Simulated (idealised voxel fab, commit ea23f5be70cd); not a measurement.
process module | voxel transistor to metal
cross-section cut | 195 nm wide | cells 5 nm
A cross-section is a grid of square cells, given in bands from the top down. A band is one or more rows of cells.
Each band's line starts with the height of the band's top and of its bottom, in nm. Then come its materials from left to right, each with its width in nm. One material with "throughout" fills the band from edge to edge. "air" is empty space.
Height 0 is the level under which the wafer as received is all one material. The lowest band goes on downwards, as in "0 down".
A width such as "30 to 40" changes by the same amount from each row of cells to the next, from the band's top row to its bottom row.
"no change" after a step means that no cell of the cross-section changed.
closed voids: empty space of 8 cells or more with no open way to the top, each as width x height at its distance from the left edge, in nm
after a step's settings: what the simulator itself notes on the step
overlay nm, on a step with a mask: how far to the right of its planned place the mask lay; to the left if negative
plan
1 op RECEIVE | material Si
2 op OXIDIZE | depth nm 5
3 op CONFORMAL_DEP | material SiN | thk nm 10
4 op DIRECTIONAL_DEP | material aC | thk nm 10
5 op PATTERN | tone cover | mask id ACTIVE | material resist | width nm 105 | thk nm 30 | overlay nm 0
6 op DIRECTIONAL_ETCH | etch materials aC | depth nm 10
7 op STRIP | etch materials resist
8 op DIRECTIONAL_ETCH | etch materials SiN | depth nm 10
9 op DIRECTIONAL_ETCH | etch materials SiO2 | depth nm 5
10 op DIRECTIONAL_ETCH | etch materials Si | depth nm 20
11 op STRIP | etch materials aC
12 op OXIDIZE | depth nm 5
13 op FILL_DEP | material SiO2 | thk nm 5
14 op CMP | height nm 10
15 op SELECTIVE_ETCH | etch materials SiO2 | depth nm 10
16 op STRIP | etch materials SiN
17 op SELECTIVE_ETCH | etch materials SiO2 | depth nm 5
18 op OXIDIZE | depth nm 5
19 op DIRECTIONAL_DEP | material polySi | thk nm 30
20 op DIRECTIONAL_DEP | material SiCN | thk nm 15
21 op PATTERN | tone cover | mask id GATE | material resist | width nm 25 | thk nm 20 | overlay nm 0
22 op DIRECTIONAL_ETCH | etch materials SiCN | depth nm 25
23 op DIRECTIONAL_ETCH | etch materials polySi | depth nm 40
24 op STRIP | etch materials resist
25 op CONFORMAL_DEP | material SiO2 | thk nm 5
26 op DIRECTIONAL_ETCH | etch materials SiO2 | depth nm 5
27 op CONFORMAL_DEP | material SiN | thk nm 5
28 op DIRECTIONAL_ETCH | etch materials SiN | depth nm 5
29 op DIRECTIONAL_ETCH | etch materials SiO2 | depth nm 5
30 op DIRECTIONAL_ETCH | etch materials Si | depth nm 10
31 op EPI | material nSi | thk nm 10
32 op FILL_DEP | material SiO2 | thk nm 10
33 op CMP | height nm 25
34 op STRIP | etch materials polySi
35 op SELECTIVE_ETCH | etch materials SiO2 | depth nm 5
36 op CONFORMAL_DEP | material HfO2 | thk nm 5
37 op CONFORMAL_DEP | material TiN | thk nm 5
38 op FILL_DEP | material W | thk nm 10
39 op CMP | height nm 20
40 op DIRECTIONAL_DEP | material SiO2 | thk nm 10
41 op MASKED_ETCH | tone open | mask id CONTACT | width nm 20 | pitch nm 85 | etch materials SiO2 | depth nm 40 | overlay nm 0
42 op CONFORMAL_DEP | material TiN | thk nm 5
43 op FILL_DEP | material W | thk nm 5
44 op CMP | height nm 30
45 op CONFORMAL_DEP | material SiN | thk nm 5
46 op DIRECTIONAL_DEP | material SiO2 | thk nm 20
47 op MASKED_ETCH | tone open | mask id METAL_1 | width nm 20 | pitch nm 85 | etch materials SiO2 | depth nm 20 | overlay nm 0
48 op MASKED_ETCH | tone open | mask id METAL_1 | width nm 20 | pitch nm 85 | etch materials SiN | depth nm 5 | overlay nm 0
49 op CONFORMAL_DEP | material TiN | thk nm 5
50 op FILL_DEP | material W | thk nm 10
51 op CMP | height nm 55
52 op EPI | material Ru | thk nm 5
53 op FILL_DEP | material SiCN | thk nm 5
54 op DIRECTIONAL_DEP | material lowk | thk nm 30
55 op DIRECTIONAL_DEP | material aC | thk nm 15
56 op PATTERN | tone open | mask id METAL_2_HOLES | material resist | width nm 15 | pitch nm 85 | thk nm 30 | overlay nm 0
57 op DIRECTIONAL_ETCH | etch materials aC | depth nm 15
58 op STRIP | etch materials resist
59 op DIRECTIONAL_ETCH | etch materials lowk | depth nm 30
60 op STRIP | etch materials aC
61 op MASKED_ETCH | tone open | mask id METAL_2 | width nm 20 | pitch nm 85 | etch materials lowk | depth nm 20 | overlay nm 0
62 op MASKED_ETCH | tone open | mask id METAL_2 | width nm 20 | pitch nm 85 | etch materials SiCN | depth nm 5 | overlay nm 0
63 op CONFORMAL_DEP | material TiN | thk nm 5
64 op FILL_DEP | material Cu | thk nm 10
65 op CMP | height nm 95
66 op CONFORMAL_DEP | material SiN | thk nm 5
varied across the wafers: width nm of step 5. The plan shows the first wafer's value. All wafers start alike
first wafer as received, after step 1
  0 down: Si throughout
  closed voids: none
first wafer at the end, after step 66
  100 to 95: SiN throughout
  95 to 80: lowk 45 | TiN 5 | Cu 10 | TiN 5 | lowk 65 | TiN 5 | Cu 10 | TiN 5 | lowk 45
  80 to 75: lowk 45 | TiN 5 | Cu 5 | TiN 10 | lowk 65 | TiN 5 | Cu 5 | TiN 10 | lowk 45
  75 to 65: lowk 45 | TiN 5 | Cu 5 | TiN 5 | lowk 70 | TiN 5 | Cu 5 | TiN 5 | lowk 50
  65 to 60: SiCN 45 | TiN 15 | SiCN 70 | TiN 15 | SiCN 50
  60 to 55: SiCN 40 | Ru 30 | SiCN 55 | Ru 30 | SiCN 40
  55 to 35: SiO2 45 | TiN 5 | W 10 | TiN 5 | SiO2 65 | TiN 5 | W 10 | TiN 5 | SiO2 45
  35 to 30: SiN 45 | TiN 20 | SiN 65 | TiN 20 | SiN 45
  30 to 20: SiO2 45 | TiN 5 | W 10 | TiN 5 | SiO2 65 | TiN 5 | W 10 | TiN 5 | SiO2 45
  20 to 0: SiO2 45 | TiN 5 | W 10 | TiN 5 | SiO2 10 | SiN 5 | HfO2 5 | TiN 5 | W 15 | TiN 5 | HfO2 5 | SiN 5 | SiO2 10 | TiN 5 | W 10 | TiN 5 | SiO2 45
  0 to -5: SiO2 45 | TiN 5 | W 10 | TiN 5 | nSi 10 | SiN 5 | HfO2 5 | TiN 25 | HfO2 5 | SiN 5 | nSi 10 | TiN 5 | W 10 | TiN 5 | SiO2 45
  -5 to -10: SiO2 45 | TiN 20 | nSi 10 | SiO2 5 | HfO2 35 | SiO2 5 | nSi 10 | TiN 20 | SiO2 45
  -10 to -20: SiO2 50 | nSi 25 | Si 45 | nSi 25 | SiO2 50
  -20 to -30: SiO2 50 | Si 95 | SiO2 50
  -30 down: Si throughout
  closed voids: none
last wafer at the end
  100 to 95: SiN throughout
  95 to 80: lowk 45 | TiN 5 | Cu 10 | TiN 5 | lowk 65 | TiN 5 | Cu 10 | TiN 5 | lowk 45
  80 to 75: lowk 45 | TiN 5 | Cu 5 | TiN 10 | lowk 65 | TiN 5 | Cu 5 | TiN 10 | lowk 45
  75 to 65: lowk 45 | TiN 5 | Cu 5 | TiN 5 | lowk 70 | TiN 5 | Cu 5 | TiN 5 | lowk 50
  65 to 60: SiCN 45 | TiN 15 | SiCN 70 | TiN 15 | SiCN 50
  60 to 55: SiCN 40 | Ru 30 | SiCN 55 | Ru 30 | SiCN 40
  55 to 35: SiO2 45 | TiN 5 | W 10 | TiN 5 | SiO2 65 | TiN 5 | W 10 | TiN 5 | SiO2 45
  35 to 30: SiN 45 | TiN 20 | SiN 65 | TiN 20 | SiN 45
  30 to 20: SiO2 45 | TiN 5 | W 10 | TiN 5 | SiO2 65 | TiN 5 | W 10 | TiN 5 | SiO2 45
  20 to 0: SiO2 45 | TiN 5 | W 10 | TiN 5 | SiO2 10 | SiN 5 | HfO2 5 | TiN 5 | W 15 | TiN 5 | HfO2 5 | SiN 5 | SiO2 10 | TiN 5 | W 10 | TiN 5 | SiO2 45
  0 to -5: SiO2 45 | TiN 5 | W 10 | TiN 5 | nSi 10 | SiN 5 | HfO2 5 | TiN 25 | HfO2 5 | SiN 5 | nSi 10 | TiN 5 | W 10 | TiN 5 | SiO2 45
  -5 to -10: SiO2 45 | TiN 20 | nSi 10 | SiO2 5 | HfO2 35 | SiO2 5 | nSi 10 | TiN 20 | SiO2 45
  -10 to -20: SiO2 40 | nSi 35 | Si 45 | nSi 40 | SiO2 35
  -20 to -30: SiO2 40 | Si 120 | SiO2 35
  -30 down: Si throughout
  closed voids: none
each wafer at the end: cells of each material gained (+) or lost (-) since it was received, then its closed voids
width nm 105 | +18 Cu | +17 HfO2 | +12 Ru | -178 Si | +60 SiCN | +80 SiN | +392 SiO2 | +105 TiN | +56 W | +190 lowk | +28 nSi | closed voids: none
width nm 110 | +18 Cu | +17 HfO2 | +12 Ru | -176 Si | +60 SiCN | +80 SiN | +388 SiO2 | +105 TiN | +56 W | +190 lowk | +30 nSi | closed voids: none
width nm 115 | +18 Cu | +17 HfO2 | +12 Ru | -174 Si | +60 SiCN | +80 SiN | +384 SiO2 | +105 TiN | +56 W | +190 lowk | +32 nSi | closed voids: none
width nm 120 | +18 Cu | +17 HfO2 | +12 Ru | -172 Si | +60 SiCN | +80 SiN | +380 SiO2 | +105 TiN | +56 W | +190 lowk | +34 nSi | closed voids: none
width nm 125 | +18 Cu | +17 HfO2 | +12 Ru | -170 Si | +60 SiCN | +80 SiN | +376 SiO2 | +105 TiN | +56 W | +190 lowk | +36 nSi | closed voids: none
width nm 130 | +18 Cu | +17 HfO2 | +12 Ru | -168 Si | +60 SiCN | +80 SiN | +372 SiO2 | +105 TiN | +56 W | +190 lowk | +38 nSi | closed voids: none
